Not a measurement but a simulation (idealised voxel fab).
Presented below is a process module, voxel wiring stack.
170 nm wide, 5 nm square cells: that's cross-section cut.
A cross-section in this document is a grid of square cells, and it is written down as bands, the top band listed before the ones below it; a band is made up of one or more rows of cells.
What a band's entry tells you: where the top is and where the bottom is, as heights in nm, and after that what lies inside, material by material from left to right, each with its width in nm. Empty space is written as the word "blank", and a single material marked with the word "edge to edge" occupies the band from edge to edge.
Below 0: as-received wafer, all one material; heights counted from there. Lowest band: no bottom, goes on down, written "0 and below".
The notation "30->40" denotes a width that varies across the rows of cells in the band, beginning at the first number in the top row, finishing at the second number in the bottom row, and changing by an identical amount from each row to the next.
Basically "left unchanged" means that step didn't change any cell in the cross-section.
The label "Enclosed voids" introduces a list of the empty spaces, 8 cells or larger, that have no open way up to the top; each entry in it reads width x height at distance, where the distance is taken from the left edge and all three are stated in nm.
On a step's line, text after the settings is the simulator commenting on that step.
"overlay nm" on a masked step: distance the mask lay right of its planned place, negative for left.
Below is the list of planned process steps:
1,op RECEIVE | material Si
2,op CONFORMAL_DEP | material SiO2 | thk nm 15
3,op CONFORMAL_DEP | material SiCN | thk nm 5
4,op DIRECTIONAL_DEP | material lowk | thk nm 25
5,op MASKED_ETCH | tone open | mask id METAL_1 | width nm 25 | pitch nm 55 | etch materials lowk | depth nm 25 | overlay nm 0
6,op MASKED_ETCH | tone open | mask id METAL_1 | width nm 25 | pitch nm 55 | etch materials SiCN | depth nm 5 | overlay nm 0
7,op CONFORMAL_DEP | material TiN | thk nm 5
8,op FILL_DEP | material Ru | thk nm 10
9,op CMP | height nm 45
10,op CONFORMAL_DEP | material SiCN | thk nm 5
11,op DIRECTIONAL_DEP | material SiO2 | thk nm 35
12,op PATTERN | tone open | mask id METAL_2_HOLES | material resist | width nm 15 | pitch nm 55 | thk nm 15 | overlay nm 0
13,op DIRECTIONAL_ETCH | etch materials SiO2 | depth nm 35
14,op STRIP | etch materials resist
15,op DIRECTIONAL_DEP | material aC | thk nm 10
16,op PATTERN | tone open | mask id METAL_2 | material resist | width nm 25 | pitch nm 55 | thk nm 30 | overlay nm 0
17,op DIRECTIONAL_ETCH | etch materials aC | depth nm 10
18,op STRIP | etch materials resist
19,op DIRECTIONAL_ETCH | etch materials SiO2 | depth nm 20
20,op DIRECTIONAL_ETCH | etch materials SiCN | depth nm 5
21,op STRIP | etch materials aC
22,op CONFORMAL_DEP | material TiN | thk nm 5
23,op FILL_DEP | material Cu | thk nm 5
24,op CMP | height nm 85
25,op CONFORMAL_DEP | material SiCN | thk nm 5
The wafers in this document start out alike and differ in the overlay nm applied at step 12; the plan shows the value used for the first wafer.
Cross-section: the first of several wafers in its as-received state, i.e. following step 1:
- 0 and below | Si edge to edge
- Enclosed voids: none
Here is the cross-section of the first of several wafers at the end of the module, after its last step, step 25:
- 90 down to 85 | SiCN edge to edge
- 85 down to 70 | 15 of SiO2, then 5 of TiN, then 15 of Cu, then 5 of TiN, then 30 of SiO2, then 5 of TiN, then 15 of Cu, then 5 of TiN, then 30 of SiO2, then 5 of TiN, then 15 of Cu, then 5 of TiN, then 20 of SiO2
- 70 down to 65 | 15 of SiO2, then 5 of TiN, then 5 of Cu, then 15 of TiN, then 30 of SiO2, then 5 of TiN, then 5 of Cu, then 15 of TiN, then 30 of SiO2, then 5 of TiN, then 5 of Cu, then 15 of TiN, then 20 of SiO2
- 65 down to 50 | 15 of SiO2, then 5 of TiN, then 5 of Cu, then 5 of TiN, then 40 of SiO2, then 5 of TiN, then 5 of Cu, then 5 of TiN, then 40 of SiO2, then 5 of TiN, then 5 of Cu, then 5 of TiN, then 30 of SiO2
- 50 down to 45 | 15 of SiCN, then 15 of TiN, then 40 of SiCN, then 15 of TiN, then 40 of SiCN, then 15 of TiN, then 30 of SiCN
- 45 down to 20 | 15 of lowk, then 5 of TiN, then 15 of Ru, then 5 of TiN, then 30 of lowk, then 5 of TiN, then 15 of Ru, then 5 of TiN, then 30 of lowk, then 5 of TiN, then 15 of Ru, then 5 of TiN, then 20 of lowk
- 20 down to 15 | 15 of SiCN, then 25 of TiN, then 30 of SiCN, then 25 of TiN, then 30 of SiCN, then 25 of TiN, then 20 of SiCN
- 15 down to 0 | SiO2 edge to edge
- 0 and below | Si edge to edge
- Enclosed voids: none
Final wafer of several, shown in cross-section at the end of the module:
- 90 down to 85 | SiCN edge to edge
- 85 down to 70 | 15 of SiO2, then 5 of TiN, then 20 of Cu, then 5 of TiN, then 25 of SiO2, then 5 of TiN, then 20 of Cu, then 5 of TiN, then 25 of SiO2, then 5 of TiN, then 20 of Cu, then 5 of TiN, then 15 of SiO2
- 70 down to 65 | 15 of SiO2, then 20 of TiN, then 5 of Cu, then 5 of TiN, then 25 of SiO2, then 20 of TiN, then 5 of Cu, then 5 of TiN, then 25 of SiO2, then 20 of TiN, then 5 of Cu, then 5 of TiN, then 15 of SiO2
- 65 down to 55 | 30 of SiO2, then 5 of TiN, then 5 of Cu, then 5 of TiN, then 40 of SiO2, then 5 of TiN, then 5 of Cu, then 5 of TiN, then 40 of SiO2, then 5 of TiN, then 5 of Cu, then 5 of TiN, then 15 of SiO2
- 55 down to 50 | 30 of SiO2, then 15 of TiN, then 40 of SiO2, then 15 of TiN, then 40 of SiO2, then 15 of TiN, then 15 of SiO2
- 50 down to 45 | 30 of SiCN, then 10 of TiN, then 45 of SiCN, then 10 of TiN, then 45 of SiCN, then 10 of TiN, then 20 of SiCN
- 45 down to 20 | 15 of lowk, then 5 of TiN, then 15 of Ru, then 5 of TiN, then 30 of lowk, then 5 of TiN, then 15 of Ru, then 5 of TiN, then 30 of lowk, then 5 of TiN, then 15 of Ru, then 5 of TiN, then 20 of lowk
- 20 down to 15 | 15 of SiCN, then 25 of TiN, then 30 of SiCN, then 25 of TiN, then 30 of SiCN, then 25 of TiN, then 20 of SiCN
- 15 down to 0 | SiO2 edge to edge
- 0 and below | Si edge to edge
- Enclosed voids: none
End of module, by wafer: material-by-material cell gain (+) or loss (-) since receipt, then closed voids:
overlay nm 0; +39 Cu; +45 Ru; +78 SiCN; +253 SiO2; +102 TiN; +95 lowk; Enclosed voids: none
overlay nm 5; +39 Cu; +45 Ru; +78 SiCN; +253 SiO2; +102 TiN; +95 lowk; Enclosed voids: none
overlay nm 10; +39 Cu; +45 Ru; +78 SiCN; +253 SiO2; +102 TiN; +95 lowk; Enclosed voids: none
overlay nm 15; +45 Cu; +45 Ru; +81 SiCN; +241 SiO2; +105 TiN; +95 lowk; Enclosed voids: none
